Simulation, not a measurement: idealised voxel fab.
process module | voxel wiring stack
cross-section cut | 245 nm wide | cells 5 nm
A cross-section is a grid of square cells, given in bands from the top down. A band is one or more rows of cells.
Each band's line starts with the height of the band's top and of its bottom, in nm. Then come its materials from left to right, each with its width in nm. One material with "throughout" fills the band from edge to edge. "air" is empty space.
Height 0 is the level under which the wafer as received is all one material. The lowest band goes on downwards, as in "0 down".
A width such as "30 to 40" changes by the same amount from each row of cells to the next, from the band's top row to its bottom row.
"no change" after a step means that no cell of the cross-section changed.
closed voids: empty space of 8 cells or more with no open way to the top, each as width x height at its distance from the left edge, in nm
after a step's settings: what the simulator itself notes on the step
overlay nm, on a step with a mask: how far to the right of its planned place the mask lay; to the left if negative
plan
1 op RECEIVE | material Si
2 op CONFORMAL_DEP | material SiO2 | thk nm 15
3 op CONFORMAL_DEP | material SiN | thk nm 5
4 op DIRECTIONAL_DEP | material SiO2 | thk nm 20
5 op PATTERN | tone open | mask id METAL_1 | material resist | width nm 30 | pitch nm 50 | thk nm 15 | overlay nm 0
6 op DIRECTIONAL_ETCH | etch materials SiO2 | depth nm 20
7 op DIRECTIONAL_ETCH | etch materials SiN | depth nm 5
8 op STRIP | etch materials resist
9 op CONFORMAL_DEP | material TiN | thk nm 5
10 op FILL_DEP | material W | thk nm 10
11 op CMP | height nm 40
12 op CONFORMAL_DEP | material SiCN | thk nm 5
13 op DIRECTIONAL_DEP | material SiO2 | thk nm 20
14 op DIRECTIONAL_DEP | material aC | thk nm 15
15 op PATTERN | tone open | mask id PLUG_1 | material resist | width nm 15 | pitch nm 50 | thk nm 30 | overlay nm 0
16 op DIRECTIONAL_ETCH | etch materials aC | depth nm 15
17 op STRIP | etch materials resist
18 op DIRECTIONAL_ETCH | etch materials SiO2 | depth nm 20
19 op DIRECTIONAL_ETCH | etch materials SiCN | depth nm 5
20 op STRIP | etch materials aC
21 op CONFORMAL_DEP | material TiN | thk nm 5
22 op FILL_DEP | material Cu | thk nm 5
23 op CMP | height nm 65
24 op DIRECTIONAL_DEP | material TiN | thk nm 5
25 op DIRECTIONAL_DEP | material Ru | thk nm 15
26 op MASKED_ETCH | tone cover | mask id METAL_2 | width nm 30 | pitch nm 50 | etch materials Ru | depth nm 15 | overlay nm 0
27 op MASKED_ETCH | tone cover | mask id METAL_2 | width nm 30 | pitch nm 50 | etch materials TiN | depth nm 5 | overlay nm 0
28 op FILL_DEP | material SiO2 | thk nm 10
29 op CMP | height nm 85
30 op CONFORMAL_DEP | material SiCN | thk nm 5
31 op DIRECTIONAL_DEP | material lowk | thk nm 10
32 op MASKED_ETCH | tone open | mask id PLUG_2 | width nm 15 | pitch nm 50 | etch materials lowk | depth nm 10 | overlay nm 0
33 op MASKED_ETCH | tone open | mask id PLUG_2 | width nm 15 | pitch nm 50 | etch materials SiCN | depth nm 5 | overlay nm 0
34 op EPI | material Ru | thk nm 10
35 op EPI | material Ru | thk nm 5
36 op DIRECTIONAL_DEP | material TiN | thk nm 5
37 op DIRECTIONAL_DEP | material W | thk nm 20
38 op PATTERN | tone cover | mask id METAL_3 | material resist | width nm 30 | pitch nm 50 | thk nm 15 | overlay nm 0
39 op DIRECTIONAL_ETCH | etch materials W | depth nm 20
40 op DIRECTIONAL_ETCH | etch materials TiN | depth nm 5
41 op STRIP | etch materials resist
42 op CONFORMAL_DEP | material SiCN | thk nm 5
43 op FILL_DEP | material SiO2 | thk nm 5
44 op CMP | height nm 125
45 op CONFORMAL_DEP | material SiN | thk nm 5
as received, after step 1
  0 down: Si throughout
  closed voids: none
a wafer at the end: this start, this plan, one mistake
  130 to 125: SiN throughout
  125 to 105: SiO2 50 | SiCN 5 | W 30 | SiCN 5 | SiO2 10 | SiCN 5 | W 30 | SiCN 5 | SiO2 10 | SiCN 5 | W 30 | SiCN 5 | SiO2 55
  105 to 100: SiCN 55 | TiN 30 | SiCN 20 | TiN 30 | SiCN 20 | TiN 30 | SiCN 60
  100 to 90: lowk 55 | Ru 15 | lowk 35 | Ru 15 | lowk 35 | Ru 15 | lowk 75
  90 to 85: SiCN 55 | Ru 15 | SiCN 35 | Ru 15 | SiCN 35 | Ru 15 | SiCN 75
  85 to 80: SiO2 55 | TiN 30 | SiO2 20 | TiN 30 | SiO2 20 | TiN 30 | SiO2 60
  80 to 65: Ru throughout
  65 to 45: SiO2 55 | TiN 5 | Cu 5 | TiN 5 | SiO2 35 | TiN 5 | Cu 5 | TiN 5 | SiO2 35 | TiN 5 | Cu 5 | TiN 5 | SiO2 75
  45 to 40: SiCN 55 | TiN 15 | SiCN 35 | TiN 15 | SiCN 35 | TiN 15 | SiCN 75
  40 to 20: SiO2 55 | TiN 5 | W 20 | TiN 5 | SiO2 20 | TiN 5 | W 20 | TiN 5 | SiO2 20 | TiN 5 | W 20 | TiN 5 | SiO2 60
  20 to 15: SiN 55 | TiN 30 | SiN 20 | TiN 30 | SiN 20 | TiN 30 | SiN 60
  15 to 0: SiO2 throughout
  0 down: Si throughout
  closed voids: none
what went wrong: steps 24 and 25 were swapped
